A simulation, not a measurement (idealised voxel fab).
process module | voxel ribs on slabs
cross-section cut | 265 nm wide | cells 5 nm
A cross-section is a grid of square cells, given in bands from the top down. A band is one or more rows of cells.
Each band's line starts with the height of the band's top and of its bottom, in nm. Then come its materials from left to right, each with its width in nm. One material with "throughout" fills the band from edge to edge. "air" is empty space.
Height 0 is the level under which the wafer as received is all one material. The lowest band goes on downwards, as in "0 down".
A width such as "30 to 40" changes by the same amount from each row of cells to the next, from the band's top row to its bottom row.
"no change" after a step means that no cell of the cross-section changed.
closed voids: empty space of 8 cells or more with no open way to the top, each as width x height at its distance from the left edge, in nm
after a step's settings: what the simulator itself notes on the step
overlay nm, on a step with a mask: how far to the right of its planned place the mask lay; to the left if negative
plan
1 op RECEIVE | material Si
2 op DIRECTIONAL_DEP | material SiO2 | thk nm 30
3 op DIRECTIONAL_DEP | material polySi | thk nm 20
4 op PATTERN | tone cover | mask id RIB | material resist | width nm 25 | thk nm 20 | overlay nm 0
5 op DIRECTIONAL_ETCH | etch materials polySi | depth nm 10
6 op STRIP | etch materials resist
7 op MASKED_ETCH | tone cover | mask id SLAB | width nm 65 | etch materials polySi | depth nm 10 | overlay nm 0
8 op FILL_DEP | material SiO2 | thk nm 15
9 op CMP | height nm 60
10 op DIRECTIONAL_DEP | material W | thk nm 5
11 op MASKED_ETCH | tone cover | mask id HEATER | width nm 35 | etch materials W | depth nm 5 | overlay nm 0
12 op CONFORMAL_DEP | material SiN | thk nm 10
as received, after step 1
  0 down: Si throughout
  closed voids: none
a wafer at the end: this start, this plan, one mistake
  75 to 70: air 105 | SiN 55 | air 105
  70 to 65: SiN throughout
  65 to 60: SiN 115 | W 35 | SiN 115
  60 to 50: SiO2 throughout
  50 to 40: SiO2 115 | polySi 25 | SiO2 125
  40 to 30: SiO2 100 | polySi 65 | SiO2 100
  30 to 0: SiO2 throughout
  0 down: Si throughout
  closed voids: none
what went wrong: step 4 ran as: op PATTERN | tone cover | mask id RIB | material resist | width nm 25 | thk nm 20 | overlay nm -5
